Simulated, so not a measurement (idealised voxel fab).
The process module that follows is named voxel double patterning.
Pictured: cross-section cut, 265 nm wide, on a grid of 5 nm square cells.
Format of a cross-section: grid, square cells. Given as bands. Order: top down. Band: one or more rows of cells.
Band entry format. Leading values: height of top, height of bottom, nm. Remainder: materials in left-to-right order, each with its width in nm. Special words: "all across" on a single material, which then fills the band edge to edge; "empty", empty space.
Heights from 0 (as-received wafer is one material below). Bottom band endless downward, as "from 0 down".
The width entry "30->40" should be interpreted row by row: the top row of cells in the band takes the first number, the bottom row takes the second number, and the change between adjacent rows is uniform throughout.
Take "stayed the same" at face value: in the step it is given for, the cross-section changed in none of its cells.
Entry "closed voids" = empty spaces >= 8 cells with no open way to the top; each as width x height at distance, distance from left edge, all nm.
Heads up: the bit after the settings on a step's line is the simulator's remark on that step.
The "overlay nm" setting may appear on a step's line; for a step that uses a mask, it gives how far to the right of its planned position the mask lay, and a negative value indicates the left.
So here's the lineup of process steps we planned:
1. RECEIVE: material Si
2. CONFORMAL_DEP: material SiO2, thk nm 5
3. DIRECTIONAL_DEP: material TiN, thk nm 15
4. DIRECTIONAL_DEP: material SiN, thk nm 5
5. MASKED_ETCH: tone open, mask id FIRST, width nm 15, pitch nm 50, etch materials SiN, depth nm 5, overlay nm 0
6. PATTERN: tone open, mask id SECOND, material resist, width nm 15, pitch nm 50, thk nm 15, overlay nm 0
7. DIRECTIONAL_ETCH: etch materials SiN, depth nm 5
8. STRIP: etch materials resist
9. DIRECTIONAL_ETCH: etch materials TiN, depth nm 15
10. STRIP: etch materials SiN
As received (post step 1): cross-section:
> from 0 down: Si all across
> closed voids: none
Sectioned view, first of two wafers, at the close of the module, processed as intended in the plan:
> from 20 to 5: TiN: 75 / empty: 15 / TiN: 10 / empty: 15 / TiN: 10 / empty: 15 / TiN: 10 / empty: 15 / TiN: 10 / empty: 15 / TiN: 75
> from 5 to 0: SiO2 all across
> from 0 down: Si all across
> closed voids: none
Wafer two, sectioned after the module: the first wafer's start, the first wafer's plan, and one mistake in how it was run:
> from 20 to 15: SiO2 all across
> from 15 to 0: TiN all across
> from 0 down: Si all across
> closed voids: none
Deviation noted in wafer processing: steps 2 and 3 swapped
Once processing is complete, comparing cell counts shows that the second wafer has more or fewer of certain materials than the first: 45 more of TiN
